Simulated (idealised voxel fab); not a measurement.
process module | voxel quadruple lines
cross-section cut | 285 nm wide | cells 5 nm
A cross-section is a grid of square cells, given in bands from the top down. A band is one or more rows of cells.
Each band's line starts with the height of the band's top and of its bottom, in nm. Then come its materials from left to right, each with its width in nm. One material with "throughout" fills the band from edge to edge. "air" is empty space.
Height 0 is the level under which the wafer as received is all one material. The lowest band goes on downwards, as in "0 down".
A width such as "30 to 40" changes by the same amount from each row of cells to the next, from the band's top row to its bottom row.
"no change" after a step means that no cell of the cross-section changed.
closed voids: empty space of 8 cells or more with no open way to the top, each as width x height at its distance from the left edge, in nm
after a step's settings: what the simulator itself notes on the step
overlay nm, on a step with a mask: how far to the right of its planned place the mask lay; to the left if negative
plan
1 op RECEIVE | material Si
2 op CONFORMAL_DEP | material SiO2 | thk nm 5
3 op DIRECTIONAL_DEP | material W | thk nm 10
4 op DIRECTIONAL_DEP | material polySi | thk nm 20
5 op DIRECTIONAL_DEP | material aC | thk nm 25
6 op PATTERN | tone cover | mask id MANDREL | material resist | width nm 20 | pitch nm 60 | thk nm 35 | overlay nm 0
7 op DIRECTIONAL_ETCH | etch materials aC | depth nm 25
8 op STRIP | etch materials resist
9 op CONFORMAL_DEP | material SiO2 | thk nm 10
10 op DIRECTIONAL_ETCH | etch materials SiO2 | depth nm 10
11 op STRIP | etch materials aC
12 op DIRECTIONAL_ETCH | etch materials polySi | depth nm 20
13 op STRIP | etch materials SiO2
14 op CONFORMAL_DEP | material SiCN | thk nm 5
15 op DIRECTIONAL_ETCH | etch materials SiCN | depth nm 5
16 op STRIP | etch materials polySi
17 op DIRECTIONAL_ETCH | etch materials W | depth nm 10
18 op STRIP | etch materials SiCN
as received, after step 1
  0 down: Si throughout
  closed voids: none
a wafer at the end: this start, this plan, one mistake
  15 to 5: air 85 | W 5 | air 10 | W 5 | air 10 | W 5 | air 10 | W 5 | air 10 | W 5 | air 10 | W 5 | air 10 | W 5 | air 10 | W 5 | air 90
  5 to 0: W throughout
  0 down: Si throughout
  closed voids: none
what went wrong: step 2 ran as: op CONFORMAL_DEP | material W | thk nm 5
